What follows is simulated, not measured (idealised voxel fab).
The name of this process module is voxel capacitor over wiring.
Square cells of 5 nm make up the cross-section cut, whose width is 230 nm.
Heads up, the way a cross-section reads in here is a grid of square cells, handed over as bands from the top down, with every band being one or more rows of cells. Read a band's entry like this: the first values are the height of its top and the height of its bottom in nm, and what follows is the sequence of materials from left to right, each with its width in nm. Note that "air" is empty space, and that a single material marked "edge to edge" reaches across the band from edge to edge. Counting heights begins at 0, where everything beneath is, in the wafer as received, one material. The lowest band has no bottom; it goes on downwards, as "0 and below" shows. Top row gets the first number, bottom row gets the second, and each row in between changes by the same step: that is how a band width like "30->40" works. When a step is marked "everything unchanged", none of the cells in the cross-section changed during that step. Listed in "Sealed internal voids": every empty space of 8 or more cells without an open way to the top. Form: width x height at distance, the distance being from the left edge, all in nm. Past the settings on a step's line: simulator remark, on that step. "overlay nm" on a masked step: distance the mask lay right of its planned place, negative for left.
Process steps (planned):
- 1: RECEIVE [material Si]
- 2: CONFORMAL_DEP [material SiO2] [thk nm 10]
- 3: CONFORMAL_DEP [material SiCN] [thk nm 5]
- 4: DIRECTIONAL_DEP [material lowk] [thk nm 20]
- 5: MASKED_ETCH [tone open] [mask id METAL_1] [width nm 30] [pitch nm 90] [etch materials lowk] [depth nm 20] [overlay nm 0]
- 6: MASKED_ETCH [tone open] [mask id METAL_1] [width nm 30] [pitch nm 90] [etch materials SiCN] [depth nm 5] [overlay nm 0]
- 7: CONFORMAL_DEP [material TiN] [thk nm 5]
- 8: FILL_DEP [material W] [thk nm 10]
- 9: CMP [height nm 35]
- 10: EPI [material Ru] [thk nm 5]
- 11: FILL_DEP [material SiCN] [thk nm 5]
- 12: DIRECTIONAL_DEP [material SiO2] [thk nm 15]
- 13: MASKED_ETCH [tone open] [mask id PLUG_1] [width nm 15] [etch materials SiO2] [depth nm 15] [overlay nm 0]
- 14: MASKED_ETCH [tone open] [mask id PLUG_1] [width nm 15] [etch materials SiCN] [depth nm 5] [overlay nm 0]
- 15: EPI [material Ru] [thk nm 10]
- 16: EPI [material Ru] [thk nm 10]
- 17: DIRECTIONAL_DEP [material TiN] [thk nm 5]
- 18: DIRECTIONAL_DEP [material SiN] [thk nm 5]
- 19: DIRECTIONAL_DEP [material TiN] [thk nm 5]
- 20: PATTERN [tone cover] [mask id UPPER_PLATE] [material resist] [width nm 55] [thk nm 15] [overlay nm 0]
- 21: DIRECTIONAL_ETCH [etch materials TiN] [depth nm 5]
- 22: DIRECTIONAL_ETCH [etch materials SiN] [depth nm 5]
- 23: STRIP [etch materials resist]
- 24: MASKED_ETCH [tone cover] [mask id LOWER_PLATE] [width nm 75] [etch materials TiN] [depth nm 5] [overlay nm 0]
- 25: FILL_DEP [material SiO2] [thk nm 20]
- 26: CMP [height nm 90]
- 27: PATTERN [tone open] [mask id PLUG_2] [material resist] [width nm 15] [thk nm 20] [overlay nm 0]
- 28: DIRECTIONAL_ETCH [etch materials SiO2] [depth nm 15]
- 29: STRIP [etch materials resist]
- 30: CONFORMAL_DEP [material TiN] [thk nm 5]
- 31: FILL_DEP [material Ru] [thk nm 10]
- 32: CMP [height nm 90]
- 33: CONFORMAL_DEP [material SiN] [thk nm 5]
Split variable: width nm, step 20. Plan value = first wafer. Wafers start alike.
First of several wafers (as received, post step 1), cross-sectional view:
0 and below | Si edge to edge
Sealed internal voids: none
Heads up, this table goes wafer by wafer. A row tells you, at the end of the module, how many cells of each material that wafer has put on (+) or dropped (-) since it was received, and then its closed voids:
width nm 55 | +30 Ru | +107 SiCN | +57 SiN | +451 SiO2 | +61 TiN | +32 W | +136 lowk | Sealed internal voids: none
width nm 60 | +30 Ru | +107 SiCN | +58 SiN | +449 SiO2 | +62 TiN | +32 W | +136 lowk | Sealed internal voids: none
width nm 65 | +30 Ru | +107 SiCN | +59 SiN | +447 SiO2 | +63 TiN | +32 W | +136 lowk | Sealed internal voids: none
width nm 70 | +30 Ru | +107 SiCN | +60 SiN | +445 SiO2 | +64 TiN | +32 W | +136 lowk | Sealed internal voids: none
width nm 75 | +30 Ru | +107 SiCN | +61 SiN | +443 SiO2 | +65 TiN | +32 W | +136 lowk | Sealed internal voids: none
width nm 80 | +30 Ru | +107 SiCN | +62 SiN | +441 SiO2 | +66 TiN | +32 W | +136 lowk | Sealed internal voids: none
